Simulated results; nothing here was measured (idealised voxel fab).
Module name: voxel trench capacitor (process module)
The cross-section on display is named cut; it measures 245 nm wide, and its cells are 5 nm squares.
If you're reading a cross-section in this doc, picture square cells in a grid; it comes to you as bands, top ones listed first down to the bottom, and a band can be one or more rows of cells. Band: top height; bottom height; in nm. Then, left to right: material with width in nm, for each material. "everywhere": a single material spanning edge to edge. "blank": empty space. Heights are measured from 0, the level below which the as-received wafer is all one material; the lowest band has no bottom and continues downward, written as in "0 and below". So if you see something like "30 to 40" for the width, read it as the top row of the band sitting at the first number and the bottom row at the second, with every row in between moving by the same amount as the last. "no alteration" -> step changed no cross-section cell. Empty spaces counting at least 8 cells and having no open way to the top are listed in "Closed voids list". The notation width x height at distance is used for each, the distance being from the left edge and all three values in nm. Post-settings text on a step line: simulator's own remark regarding the step. overlay nm: on a step with a mask, how far right of its planned place the mask lay; negative means left.
## Planned process steps
1 RECEIVE | material Si
2 CONFORMAL_DEP | material SiN | thk nm 10
3 DIRECTIONAL_DEP | material aC | thk nm 10
4 PATTERN | tone open | mask id TRENCH | material resist | width nm 25 | pitch nm 45 | thk nm 25 | overlay nm 0
5 DIRECTIONAL_ETCH | etch materials aC | depth nm 10
6 STRIP | etch materials resist
7 DIRECTIONAL_ETCH | etch materials SiN | depth nm 10
8 DIRECTIONAL_ETCH | etch materials Si | depth nm 35
9 STRIP | etch materials aC
10 CONFORMAL_DEP | material Al2O3 | thk nm 5
11 CONFORMAL_DEP | material TiN | thk nm 5
12 FILL_DEP | material W | thk nm 10
13 CMP | height nm 10
## Incoming wafer in cross-section (state: after step 1)
> 0 and below | Si everywhere
> Closed voids list: none
## The following cross-section depicts the wafer upon conclusion of the module. Processing commenced from the starting condition illustrated above and adhered to the plan illustrated above, save for one mistake in execution
> 10 down to 0 | 85 of SiN / 25 of Al2O3 / 20 of SiN / 25 of Al2O3 / 90 of SiN
> 0 down to -35 | 85 of Si / 25 of Al2O3 / 20 of Si / 25 of Al2O3 / 90 of Si
> -35 and below | Si everywhere
> Closed voids list: none
Diagnosis: step 10 did not happen as planned, as run it was CONFORMAL_DEP | material Al2O3 | thk nm 15
